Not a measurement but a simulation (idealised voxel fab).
The process module that follows is named voxel transistor to metal.
Each square cell in cross-section cut measures 5 nm, and the section as a whole is 280 nm wide.
Notation: cross-section as square-cell grid; stated in bands, top first, going down; one or more cell rows per band. A band entry consists of two parts. The first gives the height of the band's top and the height of its bottom, in nm. The rest lists the band's materials from left to right, each with its width in nm. A single material labelled with the word "everywhere" fills the band from edge to edge, and the word "empty" marks empty space. Counting heights begins at 0, where everything beneath is, in the wafer as received, one material. The lowest band has no bottom; it goes on downwards, as "0..down" shows. Read "30->40" as a graded width: first number on top, second number at the bottom, same change between each pair of neighbouring rows. What does "remained unchanged" mean for a step? It means no cell of the cross-section changed in that step. Enclosed voids (no open way to top), threshold 8 cells or more, entry "Closed empty spaces", notation width x height at distance, distance from left edge, nm. Where a step's line continues beyond its settings, the continuation is a remark by the simulator itself on that step. What "overlay nm" on a step's line means: if the step has a mask, that mask lay this far to the right of its planned place, or, when the value is negative, to the left.

[These are the steps we planned for the process]
1 op RECEIVE | material Si
2 op OXIDIZE | depth nm 5
3 op CONFORMAL_DEP | material SiN | thk nm 15
4 op MASKED_ETCH | tone cover | mask id ACTIVE | width nm 100 | pitch nm 130 | etch materials SiN | depth nm 15 | overlay nm 0
5 op MASKED_ETCH | tone cover | mask id ACTIVE | width nm 100 | pitch nm 130 | etch materials SiO2 | depth nm 5 | overlay nm 0
6 op MASKED_ETCH | tone cover | mask id ACTIVE | width nm 100 | pitch nm 130 | etch materials Si | depth nm 25 | overlay nm 0
7 op OXIDIZE | depth nm 5
8 op FILL_DEP | material SiO2 | thk nm 5
9 op CMP | height nm 15
10 op SELECTIVE_ETCH | etch materials SiO2 | depth nm 15
11 op STRIP | etch materials SiN
12 op SELECTIVE_ETCH | etch materials SiO2 | depth nm 5
13 op OXIDIZE | depth nm 5
14 op DIRECTIONAL_DEP | material polySi | thk nm 20
15 op DIRECTIONAL_DEP | material SiCN | thk nm 10
16 op MASKED_ETCH | tone cover | mask id GATE | width nm 20 | pitch nm 130 | etch materials SiCN | depth nm 20 | overlay nm 0
17 op MASKED_ETCH | tone cover | mask id GATE | width nm 20 | pitch nm 130 | etch materials polySi | depth nm 30 | overlay nm 0
18 op CONFORMAL_DEP | material SiN | thk nm 5
19 op DIRECTIONAL_ETCH | etch materials SiN | depth nm 5
20 op DIRECTIONAL_ETCH | etch materials SiO2 | depth nm 5
21 op EPI | material pSi | thk nm 5
22 op FILL_DEP | material SiO2 | thk nm 10
23 op CMP | height nm 25
24 op DIRECTIONAL_DEP | material SiO2 | thk nm 10
25 op DIRECTIONAL_DEP | material aC | thk nm 15
26 op PATTERN | tone open | mask id CONTACT | material resist | width nm 30 | thk nm 30 | overlay nm 0
27 op DIRECTIONAL_ETCH | etch materials aC | depth nm 15
28 op STRIP | etch materials resist
29 op DIRECTIONAL_ETCH | etch materials SiO2 | depth nm 40
30 op STRIP | etch materials aC
31 op CONFORMAL_DEP | material TiN | thk nm 5
32 op FILL_DEP | material W | thk nm 10
33 op CMP | height nm 35
34 op CONFORMAL_DEP | material SiN | thk nm 5
35 op DIRECTIONAL_DEP | material SiO2 | thk nm 15
36 op DIRECTIONAL_DEP | material aC | thk nm 10
37 op PATTERN | tone open | mask id METAL_1 | material resist | width nm 15 | thk nm 30 | overlay nm 0
38 op DIRECTIONAL_ETCH | etch materials aC | depth nm 10
39 op STRIP | etch materials resist
40 op DIRECTIONAL_ETCH | etch materials SiO2 | depth nm 15
41 op DIRECTIONAL_ETCH | etch materials SiN | depth nm 5
42 op STRIP | etch materials aC
43 op CONFORMAL_DEP | material TiN | thk nm 5
44 op FILL_DEP | material Cu | thk nm 10
45 op CMP | height nm 55
46 op CONFORMAL_DEP | material SiN | thk nm 5

[Cross-section: wafer on arrival = after step 1]
* 0..down = Si everywhere
* Closed empty spaces: none

[Wafer cross-section at end of module: start and plan as shown above, one execution error]
* 60..55 = SiN everywhere
* 55..40 = SiO2 30 nm; TiN 5 nm; Cu 5 nm; TiN 5 nm; SiO2 60 nm; TiN 5 nm; Cu 5 nm; TiN 5 nm; SiO2 40 nm; TiN 5 nm; Cu 5 nm; TiN 5 nm; SiO2 60 nm; TiN 5 nm; Cu 5 nm; TiN 5 nm; SiO2 30 nm
* 40..35 = SiN 30 nm; TiN 15 nm; SiN 60 nm; TiN 15 nm; SiN 40 nm; TiN 15 nm; SiN 60 nm; TiN 15 nm; SiN 30 nm
* 35..25 = SiO2 30 nm; TiN 5 nm; W 20 nm; TiN 5 nm; SiO2 30 nm; TiN 5 nm; W 20 nm; TiN 5 nm; SiO2 40 nm; TiN 5 nm; W 20 nm; TiN 5 nm; SiO2 30 nm; TiN 5 nm; W 20 nm; TiN 5 nm; SiO2 30 nm
* 25..15 = SiO2 30 nm; TiN 5 nm; W 20 nm; TiN 5 nm; SiN 5 nm; SiCN 20 nm; SiN 5 nm; TiN 5 nm; W 20 nm; TiN 5 nm; SiO2 40 nm; TiN 5 nm; W 20 nm; TiN 5 nm; SiN 5 nm; SiCN 20 nm; SiN 5 nm; TiN 5 nm; W 20 nm; TiN 5 nm; SiO2 30 nm
* 15..0 = SiO2 30 nm; TiN 5 nm; W 20 nm; TiN 5 nm; SiN 5 nm; polySi 20 nm; SiN 5 nm; TiN 5 nm; W 20 nm; TiN 5 nm; SiO2 40 nm; TiN 5 nm; W 20 nm; TiN 5 nm; SiN 5 nm; polySi 20 nm; SiN 5 nm; TiN 5 nm; W 20 nm; TiN 5 nm; SiO2 30 nm
* 0..-5 = SiO2 30 nm; TiN 30 nm; SiN 5 nm; polySi 20 nm; SiN 5 nm; TiN 30 nm; SiO2 40 nm; TiN 30 nm; SiN 5 nm; polySi 20 nm; SiN 5 nm; TiN 30 nm; SiO2 30 nm
* -5..-10 = SiO2 25 nm; pSi 35 nm; SiO2 30 nm; pSi 35 nm; SiO2 30 nm; pSi 35 nm; SiO2 30 nm; pSi 35 nm; SiO2 25 nm
* -10..-60 = SiO2 30 nm; Si 90 nm; SiO2 40 nm; Si 90 nm; SiO2 30 nm
* -60..down = Si everywhere
* Closed empty spaces: none
Misprocessing identified: regarding the plan, step 6 was run twice
